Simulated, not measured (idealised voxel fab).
You're looking at the process module voxel air gaps.
Cross-sectional view cut (width: 175 nm; square cell size: 5 nm).
The cross-sections in this document take the form of a grid made of square cells. They are written out as bands, in order from top to bottom. Each band consists of one or more rows of cells.
Quick guide to a band line: top height, bottom height (nm) up front; then every material left to right with its width in nm. Only one material and it's marked "all across"? Then it fills the band edge to edge. And "air" just means empty space.
Below 0: as-received wafer, all one material; heights counted from there. Lowest band: no bottom, goes on down, written "0 down".
Read "30->40" as a graded width: first number on top, second number at the bottom, same change between each pair of neighbouring rows.
"all unchanged" -> step changed no cross-section cell.
"Enclosed internal cavities": empty spaces of 8 cells or more with no open way to the top, each given as width x height at distance, distance from the left edge, all in nm.
That trailing text on a step's line, after the settings, is the simulator's own remark on the step.
overlay nm: step with mask; distance mask lay right of planned place; negative value = left of planned place.

plan
1) RECEIVE,material Si
2) CONFORMAL_DEP,material SiO2,thk nm 15
3) CONFORMAL_DEP,material SiCN,thk nm 5
4) DIRECTIONAL_DEP,material lowk,thk nm 35
5) DIRECTIONAL_DEP,material aC,thk nm 15
6) PATTERN,tone open,mask id LINES,material resist,width nm 20,pitch nm 50,thk nm 35,overlay nm 0
7) DIRECTIONAL_ETCH,etch materials aC,depth nm 15
8) STRIP,etch materials resist
9) DIRECTIONAL_ETCH,etch materials lowk,depth nm 35
10) STRIP,etch materials aC
11) CONFORMAL_DEP,material TiN,thk nm 5
12) FILL_DEP,material W,thk nm 10
13) CMP,height nm 55
14) EPI,material Ru,thk nm 10
15) SELECTIVE_ETCH,etch materials lowk,depth nm 45
16) CONFORMAL_DEP,material SiCN,thk nm 5

As-received state of the wafer in cross-section, equivalent to post-step 1
	0 down: Si all across
	Enclosed internal cavities: none

Here's the wafer cut in cross-section after the module, started and planned just like above, except one thing was done wrong in the run
	80 to 65: SiCN (170); air (5)
	65 to 55: SiCN (15); Ru (40); SiCN (10); Ru (40); SiCN (10); Ru (40); SiCN (15); air (5)
	55 to 50: SiCN (25); TiN (5); W (10); TiN (5); SiCN (30); TiN (5); W (10); TiN (5); SiCN (30); TiN (5); W (10); TiN (5); SiCN (25); air (5)
	50 to 40: SiCN (25); TiN (5); W (10); TiN (5); SiCN (5); air (20); SiCN (5); TiN (5); W (10); TiN (5); SiCN (5); air (20); SiCN (5); TiN (5); W (10); TiN (5); SiCN (25); air (5)
	40 to 35: air (10); SiCN (15); TiN (5); W (10); TiN (5); SiCN (5); air (20); SiCN (5); TiN (5); W (10); TiN (5); SiCN (5); air (20); SiCN (5); TiN (5); W (10); TiN (5); SiCN (15); air (15)
	35 to 25: SiCN (25); TiN (5); W (10); TiN (5); SiCN (5); air (20); SiCN (5); TiN (5); W (10); TiN (5); SiCN (5); air (20); SiCN (5); TiN (5); W (10); TiN (5); SiCN (30)
	25 to 20: SiCN (25); TiN (20); SiCN (30); TiN (20); SiCN (30); TiN (20); SiCN (30)
	20 to 15: SiCN all across
	15 to 0: SiO2 all across
	0 down: Si all across
	Enclosed internal cavities: 20 x 25 at 50; 20 x 25 at 100
Run error: the process deviated at step 16: the operation and settings actually run there were CONFORMAL_DEP,material SiCN,thk nm 15
